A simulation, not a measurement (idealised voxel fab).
Presented below is a process module, voxel double patterning.
180 nm wide, 5 nm square cells: that's cross-section cut.
Bands, listed from the top down, are how a cross-section gets written in this document; the cross-section itself is a grid of square cells, and a band is one or more rows of them.
What a band's entry tells you: where the top is and where the bottom is, as heights in nm, and after that what lies inside, material by material from left to right, each with its width in nm. Empty space is written as the word "blank", and a single material marked with the word "throughout" occupies the band from edge to edge.
Ref level 0: as-received wafer is one material below here. Bottom band extends down with no lower bound ("0 nm and below").
Read "30->40" as a graded width: first number on top, second number at the bottom, same change between each pair of neighbouring rows.
What does "remained unchanged" mean for a step? It means no cell of the cross-section changed in that step.
Reported under the label "Voids lacking openings" are the empty spaces having no open way to the top and comprising 8 cells or more; the notation for each is width x height at distance, in which the distance is measured from the left edge and all three values are in nm.
What comes after the settings on a step's line is commentary from the simulator itself on that step.
Steps that use a mask can have "overlay nm" on their line. It says how far the mask sat to the right of where it was meant to be. Negative means to the left.

The process steps that were planned are listed below
1) RECEIVE: material Si
2) CONFORMAL_DEP: material SiO2, thk nm 10
3) DIRECTIONAL_DEP: material polySi, thk nm 10
4) DIRECTIONAL_DEP: material SiCN, thk nm 5
5) MASKED_ETCH: tone open, mask id FIRST, width nm 15, pitch nm 50, etch materials SiCN, depth nm 5, overlay nm 0
6) MASKED_ETCH: tone open, mask id SECOND, width nm 15, etch materials SiCN, depth nm 5, overlay nm 0
7) DIRECTIONAL_ETCH: etch materials polySi, depth nm 10
8) STRIP: etch materials SiCN
Same starting wafers, different width nm at step 6. Plan value belongs to the first wafer.

First wafer of several, as received: cross-section after step 1
* 0 nm and below = Si throughout
* Voids lacking openings: none

Each row below is a wafer at the end of the module, listing for every material the number of cells it has gained (+) or lost (-) since it was received, followed by its closed voids
width nm 15; +72 SiO2; +54 polySi; Voids lacking openings: none
width nm 20; +72 SiO2; +52 polySi; Voids lacking openings: none
width nm 25; +72 SiO2; +50 polySi; Voids lacking openings: none
width nm 30; +72 SiO2; +48 polySi; Voids lacking openings: none
